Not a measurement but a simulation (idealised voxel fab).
Herein follows the process module entitled voxel quadruple lines.
The cross-section on display is named cut; it measures 170 nm wide, and its cells are 5 nm squares.
A cross-section in this document is a grid of square cells, and it is written down as bands, the top band listed before the ones below it; a band is made up of one or more rows of cells.
First you get the band's top height and its bottom height, in nm, and then the materials it's made of, left to right, with each width in nm. If you see a single material with "throughout", that one covers the band edge to edge. "air" is empty space.
Where do heights start? At 0: under that level the wafer as delivered is made of one material only. And the lowest band has no floor; it just carries on downward, as in "0 down".
Think of "30..40" as a width that walks from the first number to the second as you go down the band, top row to bottom row, taking equal-sized steps from row to row.
Basically "no change occurred" means that step didn't change any cell in the cross-section.
Heads up: "Sealed internal voids" only lists the empty pockets with no open path to the top that are 8 cells or more, and it writes them as width x height at distance, distance from the left edge, in nm.
Past the settings on a step's line: simulator remark, on that step.
On any step carrying a mask, the "overlay nm" setting, if present on the step's line, tells how far right of its planned place the mask lay; negative values point to the left.

### Here's what the planned process steps look like
- 1: op RECEIVE | material Si
- 2: op CONFORMAL_DEP | material Al2O3 | thk nm 10
- 3: op DIRECTIONAL_DEP | material Ru | thk nm 15
- 4: op DIRECTIONAL_DEP | material polySi | thk nm 20
- 5: op DIRECTIONAL_DEP | material aC | thk nm 25
- 6: op PATTERN | tone cover | mask id MANDREL | material resist | width nm 30 | thk nm 30 | overlay nm 0
- 7: op DIRECTIONAL_ETCH | etch materials aC | depth nm 25
- 8: op STRIP | etch materials resist
- 9: op CONFORMAL_DEP | material SiO2 | thk nm 10
- 10: op DIRECTIONAL_ETCH | etch materials SiO2 | depth nm 10
- 11: op STRIP | etch materials aC
- 12: op DIRECTIONAL_ETCH | etch materials polySi | depth nm 20
- 13: op STRIP | etch materials SiO2
- 14: op CONFORMAL_DEP | material SiN | thk nm 10
- 15: op DIRECTIONAL_ETCH | etch materials SiN | depth nm 10
- 16: op STRIP | etch materials polySi
- 17: op DIRECTIONAL_ETCH | etch materials Ru | depth nm 15
- 18: op STRIP | etch materials SiN
- 19: op FILL_DEP | material SiO2 | thk nm 10
- 20: op CMP | height nm 25

### Cross-section of the wafer as it came to us, i.e., already through step 1
    0 down  Si throughout
    Sealed internal voids: none

### Final wafer profile in cross-section after the module, from the same start and plan as above, with one mistake made during processing
    25 to 15  Al2O3 throughout
    15 to 0  Ru throughout
    0 down  Si throughout
    Sealed internal voids: none
What broke from the plan during processing? deviation from plan: step 3 and step 2 executed in one another's positions
